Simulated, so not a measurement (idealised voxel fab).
Herein follows the process module entitled voxel plated lines.
Square cells of 5 nm make up the cross-section cut, whose width is 270 nm.
Cross-section format: a grid of square cells, given as bands from top to bottom; each band is one or more rows of cells.
Top, bottom (nm), then materials left to right with widths (nm); lone material tagged "everywhere" fills the whole band edge to edge; "empty" = empty space.
Heights are measured from 0, the level below which the as-received wafer is all one material; the lowest band has no bottom and continues downward, written as in "0 and below".
It should be noted that a width expressed as "30..40" varies in equal increments from row to row of cells within the band, taking the value of the first number at the top row and that of the second number at the bottom row.
No cell of the cross-section changed in a step that is given as "no modifications".
Voids not open to the top, 8 cells minimum: see "Catalogued sealed voids". Written width x height at distance; distance is from the left edge; nm.
If you see something after the settings on a step's line, that's the simulator's own remark about that step.
overlay nm: how far to the right of its planned place the mask lay on this masked step (negative: to the left).

## plan
1) RECEIVE with material Si
2) CONFORMAL_DEP with material SiO2, thk nm 15
3) DIRECTIONAL_DEP with material TiN, thk nm 5
4) PATTERN with tone open, mask id LINES, material resist, width nm 15, pitch nm 35, thk nm 15, overlay nm 0
5) EPI with material Ru, thk nm 10
6) STRIP with etch materials resist
7) DIRECTIONAL_ETCH with etch materials TiN, depth nm 5
8) CONFORMAL_DEP with material SiO2, thk nm 10

## first wafer, as planned

## Here's what the wafer looked like in cross-section when it arrived - that's after step 1
> 0 and below = Si everywhere
> Catalogued sealed voids: none

## Cross-section through the wafer, step 2 finished
> 15 down to 0 = SiO2 everywhere
> For the remainder of the cross-section, below 0, there is no change.

## Cross-section through the wafer, step 3 finished
> 20 down to 15 = TiN everywhere
> For the remainder of the cross-section, below 15, there is no change.

## Cross-section through the wafer, step 4 finished
> 35 down to 20 = 90 of resist, 15 of empty, 20 of resist, 15 of empty, 20 of resist, 15 of empty, 95 of resist
> For the remainder of the cross-section, below 20, there is no change.

## Cross-section through the wafer, step 5 finished
> 35 down to 30 = 90 of resist, 15 of empty, 20 of resist, 15 of empty, 20 of resist, 15 of empty, 95 of resist
> 30 down to 20 = 90 of resist, 15 of Ru, 20 of resist, 15 of Ru, 20 of resist, 15 of Ru, 95 of resist
> For the remainder of the cross-section, below 20, there is no change.

## Cross-section through the wafer, step 6 finished
> 30 down to 20 = 90 of empty, 15 of Ru, 20 of empty, 15 of Ru, 20 of empty, 15 of Ru, 95 of empty
> For the remainder of the cross-section, below 20, there is no change.

## Cross-section through the wafer, step 7 finished
> 30 down to 20 = 90 of empty, 15 of Ru, 20 of empty, 15 of Ru, 20 of empty, 15 of Ru, 95 of empty
> 20 down to 15 = 90 of empty, 15 of TiN, 20 of empty, 15 of TiN, 20 of empty, 15 of TiN, 95 of empty
> For the remainder of the cross-section, below 15, there is no change.

## Cross-section through the wafer, step 8 finished
> 40 down to 30 = 80 of empty, 105 of SiO2, 85 of empty
> 30 down to 25 = 80 of empty, 10 of SiO2, 15 of Ru, 20 of SiO2, 15 of Ru, 20 of SiO2, 15 of Ru, 10 of SiO2, 85 of empty
> 25 down to 20 = 90 of SiO2, 15 of Ru, 20 of SiO2, 15 of Ru, 20 of SiO2, 15 of Ru, 95 of SiO2
> 20 down to 15 = 90 of SiO2, 15 of TiN, 20 of SiO2, 15 of TiN, 20 of SiO2, 15 of TiN, 95 of SiO2
> For the remainder of the cross-section, below 15, there is no change.

## Second wafer, same starting conditions and recipe as the first, one mistake in executing it, nothing differs from the first up to and including step 4

## Planned end of step 5: second wafer, cross-section
> 35 down to 25 = 90 of resist, 15 of empty, 20 of resist, 15 of empty, 20 of resist, 15 of empty, 95 of resist
> 25 down to 20 = 90 of resist, 15 of Ru, 20 of resist, 15 of Ru, 20 of resist, 15 of Ru, 95 of resist
> For the remainder of the cross-section, below 20, there is no change.

## Planned end of step 6: second wafer, cross-section
> 25 down to 20 = 90 of empty, 15 of Ru, 20 of empty, 15 of Ru, 20 of empty, 15 of Ru, 95 of empty
> For the remainder of the cross-section, below 20, there is no change.

## Planned end of step 7: second wafer, cross-section
> 25 down to 20 = 90 of empty, 15 of Ru, 20 of empty, 15 of Ru, 20 of empty, 15 of Ru, 95 of empty
> 20 down to 15 = 90 of empty, 15 of TiN, 20 of empty, 15 of TiN, 20 of empty, 15 of TiN, 95 of empty
> For the remainder of the cross-section, below 15, there is no change.

## Planned end of step 8: second wafer, cross-section
> 35 down to 25 = 80 of empty, 105 of SiO2, 85 of empty
> 25 down to 20 = 90 of SiO2, 15 of Ru, 20 of SiO2, 15 of Ru, 20 of SiO2, 15 of Ru, 95 of SiO2
> 20 down to 15 = 90 of SiO2, 15 of TiN, 20 of SiO2, 15 of TiN, 20 of SiO2, 15 of TiN, 95 of SiO2
> For the remainder of the cross-section, below 15, there is no change.
What was done differently from what was planned? the process deviated at step 5: the operation and settings actually run there were EPI with material Ru, thk nm 5
End of process, cell counts, second wafer against first, materials with more or fewer: -9 Ru; -12 SiO2
